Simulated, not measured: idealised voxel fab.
The document below concerns the process module designated voxel trench capacitor.
Square cell edge 5 nm, section width 260 nm, ID cut.
We lay out every cross-section as a grid of square cells and spell it out in bands from the top down, where one band means one or more rows of cells. The entry gives the band's vertical extent as a top height and a bottom height in nm, then its horizontal make-up as materials from left to right, each with a width in nm. "blank" stands for empty space; a single material marked "everywhere" fills the band edge to edge. Measure heights from 0. That's the level where, below it, the as-received wafer is all one material. The lowest band is bottomless and extends downward; write it as in "0 down". Width: "30->40" (first number = top row, second number = bottom row, same change from row to row of cells). No cell of the cross-section changed in a step that is given as "no change occurred". "Closed internal cavities" - sealed voids, min. 8 cells, no opening to top; format: width x height at distance (distance from left edge; nm throughout). Heads up: the bit after the settings on a step's line is the simulator's remark on that step. On any step carrying a mask, the "overlay nm" setting, if present on the step's line, tells how far right of its planned place the mask lay; negative values point to the left.

### Intended process steps
step 1: RECEIVE with material Si
step 2: CONFORMAL_DEP with material SiN, thk nm 5
step 3: DIRECTIONAL_DEP with material aC, thk nm 15
step 4: PATTERN with tone open, mask id TRENCH, material resist, width nm 15, pitch nm 40, thk nm 35, overlay nm 0
step 5: DIRECTIONAL_ETCH with etch materials aC, depth nm 15
step 6: STRIP with etch materials resist
step 7: DIRECTIONAL_ETCH with etch materials SiN, depth nm 5
step 8: DIRECTIONAL_ETCH with etch materials Si, depth nm 40
step 9: STRIP with etch materials aC
step 10: CONFORMAL_DEP with material Al2O3, thk nm 5
step 11: FILL_DEP with material polySi, thk nm 5
step 12: CMP with height nm 5

### Of two wafers, the first: run according to plan

### Wafer as received: cross-section following step 1
	0 down: Si everywhere
	Closed internal cavities: none

### Step 2 complete: cross-section through the wafer
	5 to 0: SiN everywhere
	Below 0, the layers are the same as they were.

### Step 3 complete: cross-section through the wafer
	20 to 5: aC everywhere
	Below 5, the layers are the same as they were.

### Step 4 complete: cross-section through the wafer
	55 to 20: resist=80 | blank=15 | resist=25 | blank=15 | resist=25 | blank=15 | resist=85
	Below 20, the layers are the same as they were.

### Step 5 complete: cross-section through the wafer
	40 to 20: resist=80 | blank=15 | resist=25 | blank=15 | resist=25 | blank=15 | resist=85
	20 to 5: aC=80 | blank=15 | aC=25 | blank=15 | aC=25 | blank=15 | aC=85
	Below 5, the layers are the same as they were.

### Step 6 complete: cross-section through the wafer
	20 to 5: aC=80 | blank=15 | aC=25 | blank=15 | aC=25 | blank=15 | aC=85
	Below 5, the layers are the same as they were.

### Step 7 complete: cross-section through the wafer
	20 to 5: aC=80 | blank=15 | aC=25 | blank=15 | aC=25 | blank=15 | aC=85
	5 to 0: SiN=80 | blank=15 | SiN=25 | blank=15 | SiN=25 | blank=15 | SiN=85
	Below 0, the layers are the same as they were.

### Step 8 complete: cross-section through the wafer
	20 to 5: aC=80 | blank=15 | aC=25 | blank=15 | aC=25 | blank=15 | aC=85
	5 to 0: SiN=80 | blank=15 | SiN=25 | blank=15 | SiN=25 | blank=15 | SiN=85
	0 to -40: Si=80 | blank=15 | Si=25 | blank=15 | Si=25 | blank=15 | Si=85
	Below -40, the layers are the same as they were.

### Step 9 complete: cross-section through the wafer
	5 to 0: SiN=80 | blank=15 | SiN=25 | blank=15 | SiN=25 | blank=15 | SiN=85
	Below 0, the layers are the same as they were.

### Step 10 complete: cross-section through the wafer
	10 to 5: Al2O3=85 | blank=5 | Al2O3=35 | blank=5 | Al2O3=35 | blank=5 | Al2O3=90
	5 to 0: SiN=80 | Al2O3=5 | blank=5 | Al2O3=5 | SiN=25 | Al2O3=5 | blank=5 | Al2O3=5 | SiN=25 | Al2O3=5 | blank=5 | Al2O3=5 | SiN=85
	0 to -35: Si=80 | Al2O3=5 | blank=5 | Al2O3=5 | Si=25 | Al2O3=5 | blank=5 | Al2O3=5 | Si=25 | Al2O3=5 | blank=5 | Al2O3=5 | Si=85
	-35 to -40: Si=80 | Al2O3=15 | Si=25 | Al2O3=15 | Si=25 | Al2O3=15 | Si=85
	Below -40, the layers are the same as they were.

### Step 11 complete: cross-section through the wafer
	15 to 10: polySi everywhere
	10 to 5: Al2O3=85 | polySi=5 | Al2O3=35 | polySi=5 | Al2O3=35 | polySi=5 | Al2O3=90
	5 to 0: SiN=80 | Al2O3=5 | polySi=5 | Al2O3=5 | SiN=25 | Al2O3=5 | polySi=5 | Al2O3=5 | SiN=25 | Al2O3=5 | polySi=5 | Al2O3=5 | SiN=85
	0 to -35: Si=80 | Al2O3=5 | polySi=5 | Al2O3=5 | Si=25 | Al2O3=5 | polySi=5 | Al2O3=5 | Si=25 | Al2O3=5 | polySi=5 | Al2O3=5 | Si=85
	Below -35, the layers are the same as they were.

### Step 12 complete: cross-section through the wafer
	5 to 0: SiN=80 | Al2O3=5 | polySi=5 | Al2O3=5 | SiN=25 | Al2O3=5 | polySi=5 | Al2O3=5 | SiN=25 | Al2O3=5 | polySi=5 | Al2O3=5 | SiN=85
	Below 0, the layers are the same as they were.

### The Second Wafer: Common Origin and Plan, One Mistake in Execution, Identical to the First Through Step 3

### What the second wafer looks like in cross-section when step 4 should have wrapped up
	55 to 20: blank=80 | resist=15 | blank=25 | resist=15 | blank=25 | resist=15 | blank=85
	Below 20, the layers are the same as they were.

### What the second wafer looks like in cross-section when step 5 should have wrapped up
	40 to 20: blank=80 | resist=15 | blank=25 | resist=15 | blank=25 | resist=15 | blank=85
	20 to 5: blank=80 | aC=15 | blank=25 | aC=15 | blank=25 | aC=15 | blank=85
	Below 5, the layers are the same as they were.

### What the second wafer looks like in cross-section when step 6 should have wrapped up
	20 to 5: blank=80 | aC=15 | blank=25 | aC=15 | blank=25 | aC=15 | blank=85
	Below 5, the layers are the same as they were.

### What the second wafer looks like in cross-section when step 7 should have wrapped up
	20 to 5: blank=80 | aC=15 | blank=25 | aC=15 | blank=25 | aC=15 | blank=85
	5 to 0: blank=80 | SiN=15 | blank=25 | SiN=15 | blank=25 | SiN=15 | blank=85
	Below 0, the layers are the same as they were.

### What the second wafer looks like in cross-section when step 8 should have wrapped up
	20 to 5: blank=80 | aC=15 | blank=25 | aC=15 | blank=25 | aC=15 | blank=85
	5 to 0: blank=80 | SiN=15 | blank=25 | SiN=15 | blank=25 | SiN=15 | blank=85
	0 to -40: blank=80 | Si=15 | blank=25 | Si=15 | blank=25 | Si=15 | blank=85
	Below -40, the layers are the same as they were.

### What the second wafer looks like in cross-section when step 9 should have wrapped up
	5 to 0: blank=80 | SiN=15 | blank=25 | SiN=15 | blank=25 | SiN=15 | blank=85
	Below 0, the layers are the same as they were.

### What the second wafer looks like in cross-section when step 10 should have wrapped up
	10 to 5: blank=75 | Al2O3=25 | blank=15 | Al2O3=25 | blank=15 | Al2O3=25 | blank=80
	5 to 0: blank=75 | Al2O3=5 | SiN=15 | Al2O3=5 | blank=15 | Al2O3=5 | SiN=15 | Al2O3=5 | blank=15 | Al2O3=5 | SiN=15 | Al2O3=5 | blank=80
	0 to -35: blank=75 | Al2O3=5 | Si=15 | Al2O3=5 | blank=15 | Al2O3=5 | Si=15 | Al2O3=5 | blank=15 | Al2O3=5 | Si=15 | Al2O3=5 | blank=80
	-35 to -40: Al2O3=80 | Si=15 | Al2O3=25 | Si=15 | Al2O3=25 | Si=15 | Al2O3=85
	Below -40, the layers are the same as they were.

### What the second wafer looks like in cross-section when step 11 should have wrapped up
	15 to 10: polySi everywhere
	10 to 5: polySi=75 | Al2O3=25 | polySi=15 | Al2O3=25 | polySi=15 | Al2O3=25 | polySi=80
	5 to 0: polySi=75 | Al2O3=5 | SiN=15 | Al2O3=5 | polySi=15 | Al2O3=5 | SiN=15 | Al2O3=5 | polySi=15 | Al2O3=5 | SiN=15 | Al2O3=5 | polySi=80
	0 to -35: polySi=75 | Al2O3=5 | Si=15 | Al2O3=5 | polySi=15 | Al2O3=5 | Si=15 | Al2O3=5 | polySi=15 | Al2O3=5 | Si=15 | Al2O3=5 | polySi=80
	Below -35, the layers are the same as they were.

### What the second wafer looks like in cross-section when step 12 should have wrapped up
	5 to 0: polySi=75 | Al2O3=5 | SiN=15 | Al2O3=5 | polySi=15 | Al2O3=5 | SiN=15 | Al2O3=5 | polySi=15 | Al2O3=5 | SiN=15 | Al2O3=5 | polySi=80
	Below 0, the layers are the same as they were.
Deviation from plan: for step 4, the planned setting was not used; the step was instead run as PATTERN with tone cover, mask id TRENCH, material resist, width nm 15, pitch nm 40, thk nm 35, overlay nm 0
At the finish, the second wafer shows more or fewer cells for some materials than the first does: 34 more of Al2O3; 272 fewer of Si; 34 fewer of SiN; 272 more of polySi
